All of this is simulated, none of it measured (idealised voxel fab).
Process module heading - voxel wiring stack
Square cells of 5 nm make up the cross-section cut, whose width is 290 nm.
For the purposes of this document, a cross-section shall be understood as a grid of square cells, specified as bands listed in top-to-bottom order, each band consisting of one or more rows of cells.
What a band's entry tells you: where the top is and where the bottom is, as heights in nm, and after that what lies inside, material by material from left to right, each with its width in nm. Empty space is written as the word "empty", and a single material marked with the word "all across" occupies the band from edge to edge.
We count height from 0. Below that, the starting wafer is all one material. The lowest band never ends at the bottom but goes on down; see "0 -> down" for how that is written.
Width: "30 to 40" (first number = top row, second number = bottom row, same change from row to row of cells).
Where the words "identical to before" appear for a step, the cross-section shows no cell changed by that step; every cell remained as before.
Look at "Completely sealed voids" for the closed voids: empty spaces with no open path to the top, sized 8 cells or up. Each is width x height at distance, distance from the left edge, all nm.
Note: text after step settings on the step line = simulator remark on that step.
When a step includes a mask, the "overlay nm" setting on its line states how far to the right of its planned place that mask lay, and negative values state how far to the left.
## These are the steps we planned for the process
1 RECEIVE,material Si
2 CONFORMAL_DEP,material SiO2,thk nm 10
3 DIRECTIONAL_DEP,material TiN,thk nm 5
4 DIRECTIONAL_DEP,material W,thk nm 20
5 MASKED_ETCH,tone cover,mask id METAL_1,width nm 25,pitch nm 45,etch materials W,depth nm 20,overlay nm 0
6 MASKED_ETCH,tone cover,mask id METAL_1,width nm 25,pitch nm 45,etch materials TiN,depth nm 5,overlay nm 0
7 FILL_DEP,material lowk,thk nm 5
8 CMP,height nm 35
9 CONFORMAL_DEP,material SiCN,thk nm 5
10 DIRECTIONAL_DEP,material lowk,thk nm 30
11 DIRECTIONAL_DEP,material aC,thk nm 10
12 PATTERN,tone open,mask id METAL_2_HOLES,material resist,width nm 15,thk nm 30,overlay nm 0
13 DIRECTIONAL_ETCH,etch materials aC,depth nm 10
14 STRIP,etch materials resist
15 DIRECTIONAL_ETCH,etch materials lowk,depth nm 30
16 STRIP,etch materials aC
17 MASKED_ETCH,tone open,mask id METAL_2,width nm 25,pitch nm 45,etch materials lowk,depth nm 15,overlay nm 0
18 MASKED_ETCH,tone open,mask id METAL_2,width nm 15,pitch nm 45,etch materials SiCN,depth nm 5,overlay nm 0
19 CONFORMAL_DEP,material TiN,thk nm 5
20 FILL_DEP,material Ru,thk nm 10
21 CMP,height nm 70
22 CONFORMAL_DEP,material SiN,thk nm 5
The plan shows the width nm of step 18 as the first wafer had it; this setting differs between the wafers, which start out alike.
## This is how the first of several wafers looked in cross-section when it arrived, which is after step 1
* 0 -> down: Si all across
* Completely sealed voids: none
## Once step 22, the last step, is complete, the module is at its end; this is the cross-section of the first of several wafers
* 75 -> 70: SiN all across
* 70 -> 60: 110 of lowk, then 5 of TiN, then 15 of Ru, then 5 of TiN, then 20 of lowk, then 5 of TiN, then 15 of Ru, then 5 of TiN, then 110 of lowk
* 60 -> 55: 110 of lowk, then 5 of TiN, then 5 of Ru, then 15 of TiN, then 20 of lowk, then 25 of TiN, then 110 of lowk
* 55 -> 45: 110 of lowk, then 5 of TiN, then 5 of Ru, then 5 of TiN, then 165 of lowk
* 45 -> 40: 110 of lowk, then 15 of TiN, then 165 of lowk
* 40 -> 35: 115 of SiCN, then 10 of TiN, then 165 of SiCN
* 35 -> 15: 110 of lowk, then 25 of W, then 20 of lowk, then 25 of W, then 110 of lowk
* 15 -> 10: 110 of lowk, then 25 of TiN, then 20 of lowk, then 25 of TiN, then 110 of lowk
* 10 -> 0: SiO2 all across
* 0 -> down: Si all across
* Completely sealed voids: none
## Last wafer, end of module, cross-section
* 75 -> 70: SiN all across
* 70 -> 60: 110 of lowk, then 5 of TiN, then 15 of Ru, then 5 of TiN, then 20 of lowk, then 5 of TiN, then 15 of Ru, then 5 of TiN, then 110 of lowk
* 60 -> 55: 110 of lowk, then 5 of TiN, then 5 of Ru, then 15 of TiN, then 20 of lowk, then 25 of TiN, then 110 of lowk
* 55 -> 40: 110 of lowk, then 5 of TiN, then 5 of Ru, then 5 of TiN, then 165 of lowk
* 40 -> 35: 110 of SiCN, then 15 of TiN, then 165 of SiCN
* 35 -> 15: 110 of lowk, then 25 of W, then 20 of lowk, then 25 of W, then 110 of lowk
* 15 -> 10: 110 of lowk, then 25 of TiN, then 20 of lowk, then 25 of TiN, then 110 of lowk
* 10 -> 0: SiO2 all across
* 0 -> down: Si all across
* Completely sealed voids: none
## wafer rows; end of module; cells per material since receipt: (+) gained, (-) lost; then closed voids
width nm 15; +15 Ru; +56 SiCN; +58 SiN; +116 SiO2; +36 TiN; +40 W; +549 lowk; Completely sealed voids: none
width nm 20; +15 Ru; +56 SiCN; +58 SiN; +116 SiO2; +36 TiN; +40 W; +549 lowk; Completely sealed voids: none
width nm 25; +16 Ru; +55 SiCN; +58 SiN; +116 SiO2; +36 TiN; +40 W; +549 lowk; Completely sealed voids: none
width nm 30; +16 Ru; +55 SiCN; +58 SiN; +116 SiO2; +36 TiN; +40 W; +549 lowk; Completely sealed voids: none
